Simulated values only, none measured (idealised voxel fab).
Name of the process module below: voxel released beams
245 nm wide, 5 nm square cells: that's cross-section cut.
Just so we're on the same page, the cross-sections are grids of square cells, and they're listed out in bands top to bottom, each band one or more rows deep. A band entry consists of two parts. The first gives the height of the band's top and the height of its bottom, in nm. The rest lists the band's materials from left to right, each with its width in nm. A single material labelled with the word "all across" fills the band from edge to edge, and the word "empty" marks empty space. Height reference: 0 = level under which incoming wafer is all one material. Lowest band: no bottom, runs on downward, e.g. "0 nm and below". Per-row width for "30 to 40": begins at first number (top row of band), ends at second number (bottom row), increment between rows held constant. Where the words "no alteration" appear for a step, the cross-section shows no cell changed by that step; every cell remained as before. The label "Non-vented voids" introduces a list of the empty spaces, 8 cells or larger, that have no open way up to the top; each entry in it reads width x height at distance, where the distance is taken from the left edge and all three are stated in nm. Text after the settings on a step's line: the simulator's own remark on that step. Each step line may optionally specify "overlay nm", which for a step with a mask gives the rightward distance between the mask's planned place and where it lay, a negative value indicating the leftward direction.
### These are the steps we planned for the process
1 RECEIVE | material Si
2 CONFORMAL_DEP | material SiN | thk nm 10
3 DIRECTIONAL_DEP | material SiO2 | thk nm 15
4 MASKED_ETCH | tone open | mask id ANCHOR | width nm 35 | etch materials SiO2 | depth nm 15 | overlay nm 0
5 CONFORMAL_DEP | material W | thk nm 10
6 MASKED_ETCH | tone cover | mask id BEAM | width nm 85 | etch materials W | depth nm 10 | overlay nm 0
7 STRIP | etch materials SiO2
### Wafer at receipt (post step 1), cross-section
	0 nm and below | Si all across
	Non-vented voids: none
### This is how the wafer looks in cross-section once the module is done, given the starting state and plan above and one mistake in carrying the plan out
	35 nm to 25 nm | 75 empty; 50 W; 120 empty
	25 nm to 20 nm | 70 empty; 10 W; 35 SiO2; 10 W; 120 empty
	20 nm to 10 nm | 70 empty; 10 W; 35 SiO2; 45 W; 85 empty
	10 nm to 0 nm | SiN all across
	0 nm and below | Si all across
	Non-vented voids: none
The mistake made against the process plan was this: the process deviated at step 4: the operation and settings actually run there were MASKED_ETCH | tone cover | mask id ANCHOR | width nm 35 | etch materials SiO2 | depth nm 15 | overlay nm 0
